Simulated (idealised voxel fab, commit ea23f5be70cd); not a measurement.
Process module heading - voxel ribs on slabs
Square cells of 5 nm make up the cross-section cut, whose width is 240 nm.
Just so we're on the same page, the cross-sections are grids of square cells, and they're listed out in bands top to bottom, each band one or more rows deep.
For a band, the entry starts with two heights in nm, that of the top and then that of the bottom, and carries on with the band's materials in order from left to right, each alongside its width in nm; the word "throughout" beside a single material means it fills the band edge to edge, and "air" means empty space.
Height reference: 0 = level under which incoming wafer is all one material. Lowest band: no bottom, runs on downward, e.g. "0..down".
Per-row width for "30 to 40": begins at first number (top row of band), ends at second number (bottom row), increment between rows held constant.
What does "changes: none" mean for a step? It means no cell of the cross-section changed in that step.
What "Enclosed void listing" gives you is every empty space of 8 cells or more that is cut off from the top. Each appears as width x height at distance, with the distance taken from the left edge and width, height and distance all in nm.
Post-settings text on a step line: simulator's own remark regarding the step.
When a step includes a mask, the "overlay nm" setting on its line states how far to the right of its planned place that mask lay, and negative values state how far to the left.

[The steps planned for the process are as follows]
1 RECEIVE with material Si
2 DIRECTIONAL_DEP with material SiO2, thk nm 30
3 DIRECTIONAL_DEP with material SiN, thk nm 25
4 MASKED_ETCH with tone cover, mask id RIB, width nm 30, etch materials SiN, depth nm 20, overlay nm 0
5 PATTERN with tone cover, mask id SLAB, material resist, width nm 80, thk nm 20, overlay nm 0
6 DIRECTIONAL_ETCH with etch materials SiN, depth nm 5
7 STRIP with etch materials resist
8 FILL_DEP with material SiO2, thk nm 20
9 CMP with height nm 65
10 DIRECTIONAL_DEP with material TiN, thk nm 5
11 MASKED_ETCH with tone cover, mask id HEATER, width nm 40, etch materials TiN, depth nm 5, overlay nm 0
12 CONFORMAL_DEP with material SiO2, thk nm 10

[First of the two wafers, run per plan]

[So this is the incoming wafer in cross-section - it's already been through step 1]
- 0..down  Si throughout
- Enclosed void listing: none

[So this is the wafer cross-section right after step 2]
- 30..0  SiO2 throughout
- For the remainder of the cross-section, below 0, there is no change.

[So this is the wafer cross-section right after step 3]
- 55..30  SiN throughout
- For the remainder of the cross-section, below 30, there is no change.

[So this is the wafer cross-section right after step 4]
- 55..35  105 nm air | 30 nm SiN | 105 nm air
- For the remainder of the cross-section, below 35, there is no change.

[So this is the wafer cross-section right after step 5]
- 75..55  80 nm air | 80 nm resist | 80 nm air
- 55..35  80 nm air | 25 nm resist | 30 nm SiN | 25 nm resist | 80 nm air
- For the remainder of the cross-section, below 35, there is no change.

[So this is the wafer cross-section right after step 6]
- 75..55  80 nm air | 80 nm resist | 80 nm air
- 55..35  80 nm air | 25 nm resist | 30 nm SiN | 25 nm resist | 80 nm air
- 35..30  80 nm air | 80 nm SiN | 80 nm air
- For the remainder of the cross-section, below 30, there is no change.

[So this is the wafer cross-section right after step 7]
- 55..35  105 nm air | 30 nm SiN | 105 nm air
- For the remainder of the cross-section, below 35, there is no change.

[So this is the wafer cross-section right after step 8]
- 75..55  SiO2 throughout
- 55..35  105 nm SiO2 | 30 nm SiN | 105 nm SiO2
- 35..30  80 nm SiO2 | 80 nm SiN | 80 nm SiO2
- For the remainder of the cross-section, below 30, there is no change.

[So this is the wafer cross-section right after step 9]
- 65..55  SiO2 throughout
- For the remainder of the cross-section, below 55, there is no change.

[So this is the wafer cross-section right after step 10]
- 70..65  TiN throughout
- For the remainder of the cross-section, below 65, there is no change.

[So this is the wafer cross-section right after step 11]
- 70..65  100 nm air | 40 nm TiN | 100 nm air
- For the remainder of the cross-section, below 65, there is no change.

[So this is the wafer cross-section right after step 12]
- 80..75  90 nm air | 60 nm SiO2 | 90 nm air
- 75..70  SiO2 throughout
- 70..65  100 nm SiO2 | 40 nm TiN | 100 nm SiO2
- For the remainder of the cross-section, below 65, there is no change.

[Okay, second wafer. Nothing different at the start, nothing different in the plan, just one mistake somewhere in the running. As far as step 1, counting that step, it's the first wafer all over again]

[Cross-section of the second wafer corresponding to the planned conclusion of step 2]
- 25..0  SiN throughout
- For the remainder of the cross-section, below 0, there is no change.

[Cross-section of the second wafer corresponding to the planned conclusion of step 3]
- 55..25  SiO2 throughout
- For the remainder of the cross-section, below 25, there is no change.

Cross-section of the second wafer corresponding to the planned conclusion of step 4: changes: none

[Cross-section of the second wafer corresponding to the planned conclusion of step 5]
- 75..55  80 nm air | 80 nm resist | 80 nm air
- For the remainder of the cross-section, below 55, there is no change.

Cross-section of the second wafer corresponding to the planned conclusion of step 6: changes: none

[Cross-section of the second wafer corresponding to the planned conclusion of step 7]
- 55..25  SiO2 throughout
- For the remainder of the cross-section, below 25, there is no change.

[Cross-section of the second wafer corresponding to the planned conclusion of step 8]
- 75..25  SiO2 throughout
- For the remainder of the cross-section, below 25, there is no change.

[Cross-section of the second wafer corresponding to the planned conclusion of step 9]
- 65..25  SiO2 throughout
- For the remainder of the cross-section, below 25, there is no change.

[Cross-section of the second wafer corresponding to the planned conclusion of step 10]
- 70..65  TiN throughout
- For the remainder of the cross-section, below 65, there is no change.

[Cross-section of the second wafer corresponding to the planned conclusion of step 11]
- 70..65  100 nm air | 40 nm TiN | 100 nm air
- For the remainder of the cross-section, below 65, there is no change.

[Cross-section of the second wafer corresponding to the planned conclusion of step 12]
- 80..75  90 nm air | 60 nm SiO2 | 90 nm air
- 75..70  SiO2 throughout
- 70..65  100 nm SiO2 | 40 nm TiN | 100 nm SiO2
- For the remainder of the cross-section, below 65, there is no change.
Nonconformance to the process plan: order of steps 2 and 3 inverted relative to the plan
Final difference in cells, second wafer against first, listed per material as more or fewer: +200 SiN | -200 SiO2
